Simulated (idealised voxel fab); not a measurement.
process module | voxel capacitor over wiring
cross-section cut | 215 nm wide | cells 5 nm
A cross-section is a grid of square cells, given in bands from the top down. A band is one or more rows of cells.
Each band's line starts with the height of the band's top and of its bottom, in nm. Then come its materials from left to right, each with its width in nm. One material with "throughout" fills the band from edge to edge. "air" is empty space.
Height 0 is the level under which the wafer as received is all one material. The lowest band goes on downwards, as in "0 down".
A width such as "30 to 40" changes by the same amount from each row of cells to the next, from the band's top row to its bottom row.
"no change" after a step means that no cell of the cross-section changed.
closed voids: empty space of 8 cells or more with no open way to the top, each as width x height at its distance from the left edge, in nm
after a step's settings: what the simulator itself notes on the step
overlay nm, on a step with a mask: how far to the right of its planned place the mask lay; to the left if negative
plan
1 op RECEIVE | material Si
2 op CONFORMAL_DEP | material SiO2 | thk nm 15
3 op CONFORMAL_DEP | material SiN | thk nm 5
4 op DIRECTIONAL_DEP | material lowk | thk nm 20
5 op MASKED_ETCH | tone open | mask id METAL_1 | width nm 25 | pitch nm 95 | etch materials lowk | depth nm 20 | overlay nm 0
6 op MASKED_ETCH | tone open | mask id METAL_1 | width nm 25 | pitch nm 95 | etch materials SiN | depth nm 5 | overlay nm 0
7 op CONFORMAL_DEP | material TiN | thk nm 5
8 op FILL_DEP | material W | thk nm 5
9 op CMP | height nm 40
10 op EPI | material Ru | thk nm 5
11 op FILL_DEP | material SiCN | thk nm 5
12 op DIRECTIONAL_DEP | material SiO2 | thk nm 10
13 op PATTERN | tone open | mask id PLUG_1 | material resist | width nm 15 | thk nm 15 | overlay nm 0
14 op DIRECTIONAL_ETCH | etch materials SiO2 | depth nm 10
15 op DIRECTIONAL_ETCH | etch materials SiCN | depth nm 5
16 op STRIP | etch materials resist
17 op CONFORMAL_DEP | material TiN | thk nm 5
18 op FILL_DEP | material Ru | thk nm 5
19 op CMP | height nm 60
20 op DIRECTIONAL_DEP | material TiN | thk nm 10
21 op DIRECTIONAL_DEP | material HfO2 | thk nm 5
22 op DIRECTIONAL_DEP | material TiN | thk nm 10
23 op DIRECTIONAL_DEP | material aC | thk nm 10
24 op PATTERN | tone cover | mask id UPPER_PLATE | material resist | width nm 75 | thk nm 25 | overlay nm 0
25 op DIRECTIONAL_ETCH | etch materials aC | depth nm 10
26 op STRIP | etch materials resist
27 op DIRECTIONAL_ETCH | etch materials TiN | depth nm 10
28 op DIRECTIONAL_ETCH | etch materials HfO2 | depth nm 5
29 op STRIP | etch materials aC
30 op MASKED_ETCH | tone cover | mask id LOWER_PLATE | width nm 85 | etch materials TiN | depth nm 10 | overlay nm 0
31 op FILL_DEP | material SiO2 | thk nm 20
32 op CMP | height nm 100
33 op PATTERN | tone open | mask id PLUG_2 | material resist | width nm 15 | thk nm 20 | overlay nm 0
34 op DIRECTIONAL_ETCH | etch materials SiO2 | depth nm 15
35 op STRIP | etch materials resist
36 op CONFORMAL_DEP | material TiN | thk nm 5
37 op FILL_DEP | material Ru | thk nm 5
38 op CMP | height nm 100
39 op CONFORMAL_DEP | material SiN | thk nm 5
as received, after step 1
  0 down: Si throughout
  closed voids: none
a wafer at the end: this start, this plan, one mistake
  105 to 100: SiN throughout
  100 to 90: SiO2 65 | TiN 5 | Ru 5 | TiN 5 | SiO2 135
  90 to 85: SiO2 65 | TiN 15 | SiO2 135
  85 to 75: SiO2 55 | TiN 75 | SiO2 85
  75 to 70: SiO2 55 | HfO2 75 | SiO2 85
  70 to 60: SiO2 50 | TiN 85 | SiO2 80
  60 to 55: SiCN 55 | TiN 15 | SiCN 145
  55 to 50: SiCN 40 | SiO2 35 | SiCN 60 | SiO2 35 | SiCN 45
  50 to 45: SiO2 throughout
  45 to 40: SiO2 40 | Ru 35 | SiO2 60 | Ru 35 | SiO2 45
  40 to 20: lowk 45 | TiN 5 | W 15 | TiN 5 | lowk 70 | TiN 5 | W 15 | TiN 5 | lowk 50
  20 to 15: SiN 45 | TiN 25 | SiN 70 | TiN 25 | SiN 50
  15 to 0: SiO2 throughout
  0 down: Si throughout
  closed voids: none
what went wrong: steps 11 and 12 were swapped
